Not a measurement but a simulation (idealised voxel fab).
Presented below is a process module, voxel ribs on slabs.
Displayed cross-section: cut, width of 175 nm, square cells sized 5 nm.
Throughout this document, each cross-section is represented as a grid of square cells and is presented as a sequence of bands enumerated from the top downward, where a band comprises one or more rows of cells. Quick guide to a band line: top height, bottom height (nm) up front; then every material left to right with its width in nm. Only one material and it's marked "throughout"? Then it fills the band edge to edge. And "blank" just means empty space. Height datum 0, below which the as-received substrate wafer is one material. Lowest band open at the bottom, running downward: "0 nm and below". Quick explanation for "30->40": the width changes in equal steps down the rows of cells, from the first number in the band's top row to the second number in its bottom row. For the purposes of this document, the phrase "no modification" attached to a step denotes that no cell within the cross-section was modified by that step. Look at "Sealed internal cavities" for the closed voids: empty spaces with no open path to the top, sized 8 cells or up. Each is width x height at distance, distance from the left edge, all nm. The remark found on a step's line after its settings is issued by the simulator itself and pertains to that step. overlay nm: mask offset rightward from planned place, masked step; negative means leftward offset. The remainder of this document consists of a sequence of paired cross-sections. Each pair presents the cross-section prior to one process step together with the cross-section following it, the latter being rendered only as deep as the lowest band that underwent change. The intervening step, together with its settings, is stated beneath each pair. Because the pairs may originate from different runs of this module on the same starting wafer, a given pair is to be read as continuing from the preceding pair only where its entry headed "before" so indicates.

### before
    0 nm and below | Si throughout
    Sealed internal cavities: none

### As Processed
    30 nm to 0 nm | SiO2 throughout
    Below 0, the layers are the same as they were.
    Sealed internal cavities: none
Transition step, before and after shown above: DIRECTIONAL_DEP,material SiO2,thk nm 30

before: check the pair just above; its after cross-section is our before state.

### As Processed
    50 nm to 30 nm | SiN throughout
    Below 30, the layers are the same as they were.
    Sealed internal cavities: none
Transition step, before and after shown above: DIRECTIONAL_DEP,material SiN,thk nm 20

before: check the pair just above; its after cross-section is our before state.

### As Processed
    50 nm to 45 nm | 75 blank, then 25 SiN, then 75 blank
    Below 45, the layers are the same as they were.
    Sealed internal cavities: none
Transition step, before and after shown above: MASKED_ETCH,tone cover,mask id RIB,width nm 25,etch materials SiN,depth nm 5,overlay nm 0

before: check the pair just above; its after cross-section is our before state.

### As Processed
    65 nm to 50 nm | 45 blank, then 85 resist, then 45 blank
    50 nm to 45 nm | 45 blank, then 30 resist, then 25 SiN, then 30 resist, then 45 blank
    Below 45, the layers are the same as they were.
    Sealed internal cavities: none
Transition step, before and after shown above: PATTERN,tone cover,mask id SLAB,material resist,width nm 85,thk nm 15,overlay nm 0

before: check the pair just above; its after cross-section is our before state.

### As Processed
    65 nm to 50 nm | 45 blank, then 85 resist, then 45 blank
    50 nm to 45 nm | 45 blank, then 30 resist, then 25 SiN, then 30 resist, then 45 blank
    45 nm to 30 nm | 45 blank, then 85 SiN, then 45 blank
    Below 30, the layers are the same as they were.
    Sealed internal cavities: none
Transition step, before and after shown above: DIRECTIONAL_ETCH,etch materials SiN,depth nm 15

before: check the pair just above; its after cross-section is our before state.

### As Processed
    50 nm to 45 nm | 75 blank, then 25 SiN, then 75 blank
    Below 45, the layers are the same as they were.
    Sealed internal cavities: none
Transition step, before and after shown above: STRIP,etch materials resist

before: check the pair just above; its after cross-section is our before state.

### As Processed
    70 nm to 50 nm | SiO2 throughout
    50 nm to 45 nm | 75 SiO2, then 25 SiN, then 75 SiO2
    45 nm to 30 nm | 45 SiO2, then 85 SiN, then 45 SiO2
    Below 30, the layers are the same as they were.
    Sealed internal cavities: none
Transition step, before and after shown above: FILL_DEP,material SiO2,thk nm 20

before: check the pair just above; its after cross-section is our before state.

### As Processed
    60 nm to 50 nm | SiO2 throughout
    Below 50, the layers are the same as they were.
    Sealed internal cavities: none
Transition step, before and after shown above: CMP,height nm 60

before: check the pair just above; its after cross-section is our before state.

### As Processed
    65 nm to 60 nm | W throughout
    Below 60, the layers are the same as they were.
    Sealed internal cavities: none
Transition step, before and after shown above: DIRECTIONAL_DEP,material W,thk nm 5

before: check the pair just above; its after cross-section is our before state.

### As Processed
    75 nm to 65 nm | aC throughout
    Below 65, the layers are the same as they were.
    Sealed internal cavities: none
Transition step, before and after shown above: DIRECTIONAL_DEP,material aC,thk nm 10

before: check the pair just above; its after cross-section is our before state.

### As Processed
    105 nm to 75 nm | 70 blank, then 35 resist, then 70 blank
    Below 75, the layers are the same as they were.
    Sealed internal cavities: none
Transition step, before and after shown above: PATTERN,tone cover,mask id HEATER,material resist,width nm 35,thk nm 30,overlay nm 0

before: check the pair just above; its after cross-section is our before state.

### As Processed
    95 nm to 75 nm | 70 blank, then 35 resist, then 70 blank
    75 nm to 65 nm | 70 blank, then 35 aC, then 70 blank
    Below 65, the layers are the same as they were.
    Sealed internal cavities: none
Transition step, before and after shown above: DIRECTIONAL_ETCH,etch materials aC,depth nm 10

before: check the pair just above; its after cross-section is our before state.

### As Processed
    75 nm to 65 nm | 70 blank, then 35 aC, then 70 blank
    Below 65, the layers are the same as they were.
    Sealed internal cavities: none
Transition step, before and after shown above: STRIP,etch materials resist

before: check the pair just above; its after cross-section is our before state.

### As Processed
    75 nm to 65 nm | 70 blank, then 35 aC, then 70 blank
    65 nm to 60 nm | 70 blank, then 35 W, then 70 blank
    Below 60, the layers are the same as they were.
    Sealed internal cavities: none
Transition step, before and after shown above: DIRECTIONAL_ETCH,etch materials W,depth nm 5

before: check the pair just above; its after cross-section is our before state.

### As Processed
    65 nm to 60 nm | 70 blank, then 35 W, then 70 blank
    Below 60, the layers are the same as they were.
    Sealed internal cavities: none
Transition step, before and after shown above: STRIP,etch materials aC

before: check the pair just above; its after cross-section is our before state.

### As Processed
    70 nm to 65 nm | 65 blank, then 45 SiN, then 65 blank
    65 nm to 60 nm | 70 SiN, then 35 W, then 70 SiN
    Below 60, the layers are the same as they were.
    Sealed internal cavities: none
Transition step, before and after shown above: CONFORMAL_DEP,material SiN,thk nm 5

### before
    50 nm to 30 nm | SiN throughout
    30 nm to 0 nm | SiO2 throughout
    0 nm and below | Si throughout
    Sealed internal cavities: none

### As Processed
    70 nm to 30 nm | SiN throughout
    Below 30, the layers are the same as they were.
    Sealed internal cavities: none
Transition step, before and after shown above: DIRECTIONAL_DEP,material SiN,thk nm 20

before: check the pair just above; its after cross-section is our before state.

### As Processed
    70 nm to 65 nm | 75 blank, then 25 SiN, then 75 blank
    Below 65, the layers are the same as they were.
    Sealed internal cavities: none
Transition step, before and after shown above: MASKED_ETCH,tone cover,mask id RIB,width nm 25,etch materials SiN,depth nm 5,overlay nm 0

before: check the pair just above; its after cross-section is our before state.

### As Processed
    85 nm to 70 nm | 45 blank, then 85 resist, then 45 blank
    70 nm to 65 nm | 45 blank, then 30 resist, then 25 SiN, then 30 resist, then 45 blank
    Below 65, the layers are the same as they were.
    Sealed internal cavities: none
Transition step, before and after shown above: PATTERN,tone cover,mask id SLAB,material resist,width nm 85,thk nm 15,overlay nm 0

before: check the pair just above; its after cross-section is our before state.

### As Processed
    85 nm to 70 nm | 45 blank, then 85 resist, then 45 blank
    70 nm to 65 nm | 45 blank, then 30 resist, then 25 SiN, then 30 resist, then 45 blank
    65 nm to 50 nm | 45 blank, then 85 SiN, then 45 blank
    Below 50, the layers are the same as they were.
    Sealed internal cavities: none
Transition step, before and after shown above: DIRECTIONAL_ETCH,etch materials SiN,depth nm 15

before: check the pair just above; its after cross-section is our before state.

### As Processed
    70 nm to 65 nm | 75 blank, then 25 SiN, then 75 blank
    Below 65, the layers are the same as they were.
    Sealed internal cavities: none
Transition step, before and after shown above: STRIP,etch materials resist

before: check the pair just above; its after cross-section is our before state.

### As Processed
    90 nm to 70 nm | SiO2 throughout
    70 nm to 65 nm | 75 SiO2, then 25 SiN, then 75 SiO2
    65 nm to 50 nm | 45 SiO2, then 85 SiN, then 45 SiO2
    Below 50, the layers are the same as they were.
    Sealed internal cavities: none
Transition step, before and after shown above: FILL_DEP,material SiO2,thk nm 20

before: check the pair just above; its after cross-section is our before state.

### As Processed
    60 nm to 50 nm | 45 SiO2, then 85 SiN, then 45 SiO2
    Below 50, the layers are the same as they were.
    Sealed internal cavities: none
Transition step, before and after shown above: CMP,height nm 60

before: check the pair just above; its after cross-section is our before state.

### As Processed
    65 nm to 60 nm | W throughout
    Below 60, the layers are the same as they were.
    Sealed internal cavities: none
Transition step, before and after shown above: DIRECTIONAL_DEP,material W,thk nm 5

before: check the pair just above; its after cross-section is our before state.

### As Processed
    75 nm to 65 nm | aC throughout
    Below 65, the layers are the same as they were.
    Sealed internal cavities: none
Transition step, before and after shown above: DIRECTIONAL_DEP,material aC,thk nm 10

before: check the pair just above; its after cross-section is our before state.

### As Processed
    105 nm to 75 nm | 70 blank, then 35 resist, then 70 blank
    Below 75, the layers are the same as they were.
    Sealed internal cavities: none
Transition step, before and after shown above: PATTERN,tone cover,mask id HEATER,material resist,width nm 35,thk nm 30,overlay nm 0

before: check the pair just above; its after cross-section is our before state.

### As Processed
    95 nm to 75 nm | 70 blank, then 35 resist, then 70 blank
    75 nm to 65 nm | 70 blank, then 35 aC, then 70 blank
    Below 65, the layers are the same as they were.
    Sealed internal cavities: none
Transition step, before and after shown above: DIRECTIONAL_ETCH,etch materials aC,depth nm 10

before: check the pair just above; its after cross-section is our before state.

### As Processed
    75 nm to 65 nm | 70 blank, then 35 aC, then 70 blank
    Below 65, the layers are the same as they were.
    Sealed internal cavities: none
Transition step, before and after shown above: STRIP,etch materials resist

before: check the pair just above; its after cross-section is our before state.

### As Processed
    75 nm to 65 nm | 70 blank, then 35 aC, then 70 blank
    65 nm to 60 nm | 70 blank, then 35 W, then 70 blank
    Below 60, the layers are the same as they were.
    Sealed internal cavities: none
Transition step, before and after shown above: DIRECTIONAL_ETCH,etch materials W,depth nm 5

before: check the pair just above; its after cross-section is our before state.

### As Processed
    65 nm to 60 nm | 70 blank, then 35 W, then 70 blank
    Below 60, the layers are the same as they were.
    Sealed internal cavities: none
Transition step, before and after shown above: STRIP,etch materials aC

before: check the pair just above; its after cross-section is our before state.

### As Processed
    70 nm to 65 nm | 65 blank, then 45 SiN, then 65 blank
    65 nm to 60 nm | 70 SiN, then 35 W, then 70 SiN
    Below 60, the layers are the same as they were.
    Sealed internal cavities: none
Transition step, before and after shown above: CONFORMAL_DEP,material SiN,thk nm 5

### before
    0 nm and below | Si throughout
    Sealed internal cavities: none

### As Processed
    20 nm to 0 nm | SiN throughout
    Below 0, the layers are the same as they were.
    Sealed internal cavities: none
Transition step, before and after shown above: DIRECTIONAL_DEP,material SiN,thk nm 20

before: check the pair just above; its after cross-section is our before state.

### As Processed
    50 nm to 20 nm | SiO2 throughout
    Below 20, the layers are the same as they were.
    Sealed internal cavities: none
Transition step, before and after shown above: DIRECTIONAL_DEP,material SiO2,thk nm 30

before: check the pair just above; its after cross-section is our before state.

### As Processed
    65 nm to 50 nm | 45 blank, then 85 resist, then 45 blank
    Below 50, the layers are the same as they were.
    Sealed internal cavities: none
Transition step, before and after shown above: PATTERN,tone cover,mask id SLAB,material resist,width nm 85,thk nm 15,overlay nm 0

before: check the pair just above; its after cross-section is our before state.

### As Processed
    50 nm to 20 nm | SiO2 throughout
    Below 20, the layers are the same as they were.
    Sealed internal cavities: none
Transition step, before and after shown above: STRIP,etch materials resist

before: check the pair just above; its after cross-section is our before state.

### As Processed
    70 nm to 20 nm | SiO2 throughout
    Below 20, the layers are the same as they were.
    Sealed internal cavities: none
Transition step, before and after shown above: FILL_DEP,material SiO2,thk nm 20

before: check the pair just above; its after cross-section is our before state.

### As Processed
    60 nm to 20 nm | SiO2 throughout
    Below 20, the layers are the same as they were.
    Sealed internal cavities: none
Transition step, before and after shown above: CMP,height nm 60

before: check the pair just above; its after cross-section is our before state.

### As Processed
    65 nm to 60 nm | W throughout
    Below 60, the layers are the same as they were.
    Sealed internal cavities: none
Transition step, before and after shown above: DIRECTIONAL_DEP,material W,thk nm 5

before: check the pair just above; its after cross-section is our before state.

### As Processed
    75 nm to 65 nm | aC throughout
    Below 65, the layers are the same as they were.
    Sealed internal cavities: none
Transition step, before and after shown above: DIRECTIONAL_DEP,material aC,thk nm 10

before: check the pair just above; its after cross-section is our before state.

### As Processed
    105 nm to 75 nm | 70 blank, then 35 resist, then 70 blank
    Below 75, the layers are the same as they were.
    Sealed internal cavities: none
Transition step, before and after shown above: PATTERN,tone cover,mask id HEATER,material resist,width nm 35,thk nm 30,overlay nm 0

before: check the pair just above; its after cross-section is our before state.

### As Processed
    95 nm to 75 nm | 70 blank, then 35 resist, then 70 blank
    75 nm to 65 nm | 70 blank, then 35 aC, then 70 blank
    Below 65, the layers are the same as they were.
    Sealed internal cavities: none
Transition step, before and after shown above: DIRECTIONAL_ETCH,etch materials aC,depth nm 10

before: check the pair just above; its after cross-section is our before state.

### As Processed
    75 nm to 65 nm | 70 blank, then 35 aC, then 70 blank
    Below 65, the layers are the same as they were.
    Sealed internal cavities: none
Transition step, before and after shown above: STRIP,etch materials resist

before: check the pair just above; its after cross-section is our before state.

### As Processed
    75 nm to 65 nm | 70 blank, then 35 aC, then 70 blank
    65 nm to 60 nm | 70 blank, then 35 W, then 70 blank
    Below 60, the layers are the same as they were.
    Sealed internal cavities: none
Transition step, before and after shown above: DIRECTIONAL_ETCH,etch materials W,depth nm 5

before: check the pair just above; its after cross-section is our before state.

### As Processed
    65 nm to 60 nm | 70 blank, then 35 W, then 70 blank
    Below 60, the layers are the same as they were.
    Sealed internal cavities: none
Transition step, before and after shown above: STRIP,etch materials aC

before: check the pair just above; its after cross-section is our before state.

### As Processed
    70 nm to 65 nm | 65 blank, then 45 SiN, then 65 blank
    65 nm to 60 nm | 70 SiN, then 35 W, then 70 SiN
    Below 60, the layers are the same as they were.
    Sealed internal cavities: none
Transition step, before and after shown above: CONFORMAL_DEP,material SiN,thk nm 5

### before
    50 nm to 30 nm | SiN throughout
    30 nm to 0 nm | SiO2 throughout
    0 nm and below | Si throughout
    Sealed internal cavities: none

### As Processed
    50 nm to 35 nm | 75 blank, then 25 SiN, then 75 blank
    Below 35, the layers are the same as they were.
    Sealed internal cavities: none
Transition step, before and after shown above: MASKED_ETCH,tone cover,mask id RIB,width nm 25,etch materials SiN,depth nm 15,overlay nm 0

before: check the pair just above; its after cross-section is our before state.

### As Processed
    65 nm to 50 nm | 45 blank, then 85 resist, then 45 blank
    50 nm to 35 nm | 45 blank, then 30 resist, then 25 SiN, then 30 resist, then 45 blank
    Below 35, the layers are the same as they were.
    Sealed internal cavities: none
Transition step, before and after shown above: PATTERN,tone cover,mask id SLAB,material resist,width nm 85,thk nm 15,overlay nm 0

before: check the pair just above; its after cross-section is our before state.

### As Processed
    65 nm to 50 nm | 45 blank, then 85 resist, then 45 blank
    50 nm to 35 nm | 45 blank, then 30 resist, then 25 SiN, then 30 resist, then 45 blank
    35 nm to 30 nm | 45 blank, then 85 SiN, then 45 blank
    Below 30, the layers are the same as they were.
    Sealed internal cavities: none
Transition step, before and after shown above: DIRECTIONAL_ETCH,etch materials SiN,depth nm 15

before: check the pair just above; its after cross-section is our before state.

### As Processed
    50 nm to 35 nm | 75 blank, then 25 SiN, then 75 blank
    Below 35, the layers are the same as they were.
    Sealed internal cavities: none
Transition step, before and after shown above: STRIP,etch materials resist

before: check the pair just above; its after cross-section is our before state.

### As Processed
    70 nm to 50 nm | SiO2 throughout
    50 nm to 35 nm | 75 SiO2, then 25 SiN, then 75 SiO2
    35 nm to 30 nm | 45 SiO2, then 85 SiN, then 45 SiO2
    Below 30, the layers are the same as they were.
    Sealed internal cavities: none
Transition step, before and after shown above: FILL_DEP,material SiO2,thk nm 20

before: check the pair just above; its after cross-section is our before state.

### As Processed
    60 nm to 50 nm | SiO2 throughout
    Below 50, the layers are the same as they were.
    Sealed internal cavities: none
Transition step, before and after shown above: CMP,height nm 60

before: check the pair just above; its after cross-section is our before state.

### As Processed
    65 nm to 60 nm | W throughout
    Below 60, the layers are the same as they were.
    Sealed internal cavities: none
Transition step, before and after shown above: DIRECTIONAL_DEP,material W,thk nm 5

before: check the pair just above; its after cross-section is our before state.

### As Processed
    75 nm to 65 nm | aC throughout
    Below 65, the layers are the same as they were.
    Sealed internal cavities: none
Transition step, before and after shown above: DIRECTIONAL_DEP,material aC,thk nm 10

before: check the pair just above; its after cross-section is our before state.

### As Processed
    105 nm to 75 nm | 70 blank, then 35 resist, then 70 blank
    Below 75, the layers are the same as they were.
    Sealed internal cavities: none
Transition step, before and after shown above: PATTERN,tone cover,mask id HEATER,material resist,width nm 35,thk nm 30,overlay nm 0

before: check the pair just above; its after cross-section is our before state.

### As Processed
    95 nm to 75 nm | 70 blank, then 35 resist, then 70 blank
    75 nm to 65 nm | 70 blank, then 35 aC, then 70 blank
    Below 65, the layers are the same as they were.
    Sealed internal cavities: none
Transition step, before and after shown above: DIRECTIONAL_ETCH,etch materials aC,depth nm 10

before: check the pair just above; its after cross-section is our before state.

### As Processed
    75 nm to 65 nm | 70 blank, then 35 aC, then 70 blank
    Below 65, the layers are the same as they were.
    Sealed internal cavities: none
Transition step, before and after shown above: STRIP,etch materials resist

before: check the pair just above; its after cross-section is our before state.

### As Processed
    75 nm to 65 nm | 70 blank, then 35 aC, then 70 blank
    65 nm to 60 nm | 70 blank, then 35 W, then 70 blank
    Below 60, the layers are the same as they were.
    Sealed internal cavities: none
Transition step, before and after shown above: DIRECTIONAL_ETCH,etch materials W,depth nm 5

before: check the pair just above; its after cross-section is our before state.

### As Processed
    65 nm to 60 nm | 70 blank, then 35 W, then 70 blank
    Below 60, the layers are the same as they were.
    Sealed internal cavities: none
Transition step, before and after shown above: STRIP,etch materials aC

before: check the pair just above; its after cross-section is our before state.

### As Processed
    70 nm to 65 nm | 65 blank, then 45 SiN, then 65 blank
    65 nm to 60 nm | 70 SiN, then 35 W, then 70 SiN
    Below 60, the layers are the same as they were.
    Sealed internal cavities: none
Transition step, before and after shown above: CONFORMAL_DEP,material SiN,thk nm 5

### before
    50 nm to 45 nm | 75 blank, then 25 SiN, then 75 blank
    45 nm to 30 nm | SiN throughout
    30 nm to 0 nm | SiO2 throughout
    0 nm and below | Si throughout
    Sealed internal cavities: none

### As Processed
    65 nm to 50 nm | 45 blank, then 90 resist, then 40 blank
    50 nm to 45 nm | 45 blank, then 30 resist, then 25 SiN, then 35 resist, then 40 blank
    Below 45, the layers are the same as they were.
    Sealed internal cavities: none
Transition step, before and after shown above: PATTERN,tone cover,mask id SLAB,material resist,width nm 90,thk nm 15,overlay nm 0

before: check the pair just above; its after cross-section is our before state.

### As Processed
    65 nm to 50 nm | 45 blank, then 90 resist, then 40 blank
    50 nm to 45 nm | 45 blank, then 30 resist, then 25 SiN, then 35 resist, then 40 blank
    45 nm to 30 nm | 45 blank, then 90 SiN, then 40 blank
    Below 30, the layers are the same as they were.
    Sealed internal cavities: none
Transition step, before and after shown above: DIRECTIONAL_ETCH,etch materials SiN,depth nm 15

before: check the pair just above; its after cross-section is our before state.

### As Processed
    50 nm to 45 nm | 75 blank, then 25 SiN, then 75 blank
    Below 45, the layers are the same as they were.
    Sealed internal cavities: none
Transition step, before and after shown above: STRIP,etch materials resist

before: check the pair just above; its after cross-section is our before state.

### As Processed
    70 nm to 50 nm | SiO2 throughout
    50 nm to 45 nm | 75 SiO2, then 25 SiN, then 75 SiO2
    45 nm to 30 nm | 45 SiO2, then 90 SiN, then 40 SiO2
    Below 30, the layers are the same as they were.
    Sealed internal cavities: none
Transition step, before and after shown above: FILL_DEP,material SiO2,thk nm 20

before: check the pair just above; its after cross-section is our before state.

### As Processed
    60 nm to 50 nm | SiO2 throughout
    Below 50, the layers are the same as they were.
    Sealed internal cavities: none
Transition step, before and after shown above: CMP,height nm 60

before: check the pair just above; its after cross-section is our before state.

### As Processed
    65 nm to 60 nm | W throughout
    Below 60, the layers are the same as they were.
    Sealed internal cavities: none
Transition step, before and after shown above: DIRECTIONAL_DEP,material W,thk nm 5

before: check the pair just above; its after cross-section is our before state.

### As Processed
    75 nm to 65 nm | aC throughout
    Below 65, the layers are the same as they were.
    Sealed internal cavities: none
Transition step, before and after shown above: DIRECTIONAL_DEP,material aC,thk nm 10

before: check the pair just above; its after cross-section is our before state.

### As Processed
    105 nm to 75 nm | 70 blank, then 35 resist, then 70 blank
    Below 75, the layers are the same as they were.
    Sealed internal cavities: none
Transition step, before and after shown above: PATTERN,tone cover,mask id HEATER,material resist,width nm 35,thk nm 30,overlay nm 0

before: check the pair just above; its after cross-section is our before state.

### As Processed
    95 nm to 75 nm | 70 blank, then 35 resist, then 70 blank
    75 nm to 65 nm | 70 blank, then 35 aC, then 70 blank
    Below 65, the layers are the same as they were.
    Sealed internal cavities: none
Transition step, before and after shown above: DIRECTIONAL_ETCH,etch materials aC,depth nm 10

before: check the pair just above; its after cross-section is our before state.

### As Processed
    75 nm to 65 nm | 70 blank, then 35 aC, then 70 blank
    Below 65, the layers are the same as they were.
    Sealed internal cavities: none
Transition step, before and after shown above: STRIP,etch materials resist

before: check the pair just above; its after cross-section is our before state.

### As Processed
    75 nm to 65 nm | 70 blank, then 35 aC, then 70 blank
    65 nm to 60 nm | 70 blank, then 35 W, then 70 blank
    Below 60, the layers are the same as they were.
    Sealed internal cavities: none
Transition step, before and after shown above: DIRECTIONAL_ETCH,etch materials W,depth nm 5

before: check the pair just above; its after cross-section is our before state.

### As Processed
    65 nm to 60 nm | 70 blank, then 35 W, then 70 blank
    Below 60, the layers are the same as they were.
    Sealed internal cavities: none
Transition step, before and after shown above: STRIP,etch materials aC

before: check the pair just above; its after cross-section is our before state.

### As Processed
    70 nm to 65 nm | 65 blank, then 45 SiN, then 65 blank
    65 nm to 60 nm | 70 SiN, then 35 W, then 70 SiN
    Below 60, the layers are the same as they were.
    Sealed internal cavities: none
Transition step, before and after shown above: CONFORMAL_DEP,material SiN,thk nm 5

### before
    75 nm to 65 nm | aC throughout
    65 nm to 60 nm | W throughout
    60 nm to 50 nm | SiO2 throughout
    50 nm to 45 nm | 75 SiO2, then 25 SiN, then 75 SiO2
    45 nm to 30 nm | 45 SiO2, then 85 SiN, then 45 SiO2
    30 nm to 0 nm | SiO2 throughout
    0 nm and below | Si throughout
    Sealed internal cavities: none

### As Processed
    105 nm to 75 nm | 60 blank, then 35 resist, then 80 blank
    Below 75, the layers are the same as they were.
    Sealed internal cavities: none
Transition step, before and after shown above: PATTERN,tone cover,mask id HEATER,material resist,width nm 35,thk nm 30,overlay nm -10

before: check the pair just above; its after cross-section is our before state.

### As Processed
    95 nm to 75 nm | 60 blank, then 35 resist, then 80 blank
    75 nm to 65 nm | 60 blank, then 35 aC, then 80 blank
    Below 65, the layers are the same as they were.
    Sealed internal cavities: none
Transition step, before and after shown above: DIRECTIONAL_ETCH,etch materials aC,depth nm 10

before: check the pair just above; its after cross-section is our before state.

### As Processed
    75 nm to 65 nm | 60 blank, then 35 aC, then 80 blank
    Below 65, the layers are the same as they were.
    Sealed internal cavities: none
Transition step, before and after shown above: STRIP,etch materials resist

before: check the pair just above; its after cross-section is our before state.

### As Processed
    75 nm to 65 nm | 60 blank, then 35 aC, then 80 blank
    65 nm to 60 nm | 60 blank, then 35 W, then 80 blank
    Below 60, the layers are the same as they were.
    Sealed internal cavities: none
Transition step, before and after shown above: DIRECTIONAL_ETCH,etch materials W,depth nm 5

before: check the pair just above; its after cross-section is our before state.

### As Processed
    65 nm to 60 nm | 60 blank, then 35 W, then 80 blank
    Below 60, the layers are the same as they were.
    Sealed internal cavities: none
Transition step, before and after shown above: STRIP,etch materials aC

before: check the pair just above; its after cross-section is our before state.

### As Processed
    70 nm to 65 nm | 55 blank, then 45 SiN, then 75 blank
    65 nm to 60 nm | 60 SiN, then 35 W, then 80 SiN
    Below 60, the layers are the same as they were.
    Sealed internal cavities: none
Transition step, before and after shown above: CONFORMAL_DEP,material SiN,thk nm 5

### before
    60 nm to 50 nm | SiO2 throughout
    50 nm to 45 nm | 75 SiO2, then 25 SiN, then 75 SiO2
    45 nm to 30 nm | 45 SiO2, then 85 SiN, then 45 SiO2
    30 nm to 0 nm | SiO2 throughout
    0 nm and below | Si throughout
    Sealed internal cavities: none

### As Processed
    65 nm to 50 nm | SiO2 throughout
    Below 50, the layers are the same as they were.
    Sealed internal cavities: none
Transition step, before and after shown above: DIRECTIONAL_DEP,material SiO2,thk nm 5

before: check the pair just above; its after cross-section is our before state.

### As Processed
    75 nm to 65 nm | aC throughout
    Below 65, the layers are the same as they were.
    Sealed internal cavities: none
Transition step, before and after shown above: DIRECTIONAL_DEP,material aC,thk nm 10

before: check the pair just above; its after cross-section is our before state.

### As Processed
    105 nm to 75 nm | 70 blank, then 35 resist, then 70 blank
    Below 75, the layers are the same as they were.
    Sealed internal cavities: none
Transition step, before and after shown above: PATTERN,tone cover,mask id HEATER,material resist,width nm 35,thk nm 30,overlay nm 0

before: check the pair just above; its after cross-section is our before state.

### As Processed
    95 nm to 75 nm | 70 blank, then 35 resist, then 70 blank
    75 nm to 65 nm | 70 blank, then 35 aC, then 70 blank
    Below 65, the layers are the same as they were.
    Sealed internal cavities: none
Transition step, before and after shown above: DIRECTIONAL_ETCH,etch materials aC,depth nm 10

before: check the pair just above; its after cross-section is our before state.

### As Processed
    75 nm to 65 nm | 70 blank, then 35 aC, then 70 blank
    Below 65, the layers are the same as they were.
    Sealed internal cavities: none
Transition step, before and after shown above: STRIP,etch materials resist

before: check the pair just above; its after cross-section is our before state.

### As Processed
    65 nm to 50 nm | SiO2 throughout
    Below 50, the layers are the same as they were.
    Sealed internal cavities: none
Transition step, before and after shown above: STRIP,etch materials aC

before: check the pair just above; its after cross-section is our before state.

### As Processed
    70 nm to 65 nm | SiN throughout
    Below 65, the layers are the same as they were.
    Sealed internal cavities: none
Transition step, before and after shown above: CONFORMAL_DEP,material SiN,thk nm 5

### before
    50 nm to 45 nm | 75 blank, then 25 SiN, then 75 blank
    45 nm to 30 nm | SiN throughout
    30 nm to 0 nm | SiO2 throughout
    0 nm and below | Si throughout
    Sealed internal cavities: none

### As Processed
    65 nm to 50 nm | 45 resist, then 85 blank, then 45 resist
    50 nm to 45 nm | 45 resist, then 30 blank, then 25 SiN, then 30 blank, then 45 resist
    Below 45, the layers are the same as they were.
    Sealed internal cavities: none
Transition step, before and after shown above: PATTERN,tone open,mask id SLAB,material resist,width nm 85,thk nm 15,overlay nm 0

before: check the pair just above; its after cross-section is our before state.

### As Processed
    65 nm to 45 nm | 45 resist, then 85 blank, then 45 resist
    45 nm to 35 nm | 45 SiN, then 85 blank, then 45 SiN
    35 nm to 30 nm | 45 SiN, then 30 blank, then 25 SiN, then 30 blank, then 45 SiN
    Below 30, the layers are the same as they were.
    Sealed internal cavities: none
Transition step, before and after shown above: DIRECTIONAL_ETCH,etch materials SiN,depth nm 15

before: check the pair just above; its after cross-section is our before state.

### As Processed
    45 nm to 35 nm | 45 SiN, then 85 blank, then 45 SiN
    Below 35, the layers are the same as they were.
    Sealed internal cavities: none
Transition step, before and after shown above: STRIP,etch materials resist

before: check the pair just above; its after cross-section is our before state.

### As Processed
    65 nm to 45 nm | SiO2 throughout
    45 nm to 35 nm | 45 SiN, then 85 SiO2, then 45 SiN
    35 nm to 30 nm | 45 SiN, then 30 SiO2, then 25 SiN, then 30 SiO2, then 45 SiN
    Below 30, the layers are the same as they were.
    Sealed internal cavities: none
Transition step, before and after shown above: FILL_DEP,material SiO2,thk nm 20

before: check the pair just above; its after cross-section is our before state.

### As Processed
    60 nm to 45 nm | SiO2 throughout
    Below 45, the layers are the same as they were.
    Sealed internal cavities: none
Transition step, before and after shown above: CMP,height nm 60

before: check the pair just above; its after cross-section is our before state.

### As Processed
    65 nm to 60 nm | W throughout
    Below 60, the layers are the same as they were.
    Sealed internal cavities: none
Transition step, before and after shown above: DIRECTIONAL_DEP,material W,thk nm 5

before: check the pair just above; its after cross-section is our before state.

### As Processed
    75 nm to 65 nm | aC throughout
    Below 65, the layers are the same as they were.
    Sealed internal cavities: none
Transition step, before and after shown above: DIRECTIONAL_DEP,material aC,thk nm 10

before: check the pair just above; its after cross-section is our before state.

### As Processed
    105 nm to 75 nm | 70 blank, then 35 resist, then 70 blank
    Below 75, the layers are the same as they were.
    Sealed internal cavities: none
Transition step, before and after shown above: PATTERN,tone cover,mask id HEATER,material resist,width nm 35,thk nm 30,overlay nm 0

before: check the pair just above; its after cross-section is our before state.

### As Processed
    95 nm to 75 nm | 70 blank, then 35 resist, then 70 blank
    75 nm to 65 nm | 70 blank, then 35 aC, then 70 blank
    Below 65, the layers are the same as they were.
    Sealed internal cavities: none
Transition step, before and after shown above: DIRECTIONAL_ETCH,etch materials aC,depth nm 10

before: check the pair just above; its after cross-section is our before state.

### As Processed
    75 nm to 65 nm | 70 blank, then 35 aC, then 70 blank
    Below 65, the layers are the same as they were.
    Sealed internal cavities: none
Transition step, before and after shown above: STRIP,etch materials resist

before: check the pair just above; its after cross-section is our before state.

### As Processed
    75 nm to 65 nm | 70 blank, then 35 aC, then 70 blank
    65 nm to 60 nm | 70 blank, then 35 W, then 70 blank
    Below 60, the layers are the same as they were.
    Sealed internal cavities: none
Transition step, before and after shown above: DIRECTIONAL_ETCH,etch materials W,depth nm 5

before: check the pair just above; its after cross-section is our before state.

### As Processed
    65 nm to 60 nm | 70 blank, then 35 W, then 70 blank
    Below 60, the layers are the same as they were.
    Sealed internal cavities: none
Transition step, before and after shown above: STRIP,etch materials aC

before: check the pair just above; its after cross-section is our before state.

### As Processed
    70 nm to 65 nm | 65 blank, then 45 SiN, then 65 blank
    65 nm to 60 nm | 70 SiN, then 35 W, then 70 SiN
    Below 60, the layers are the same as they were.
    Sealed internal cavities: none
Transition step, before and after shown above: CONFORMAL_DEP,material SiN,thk nm 5
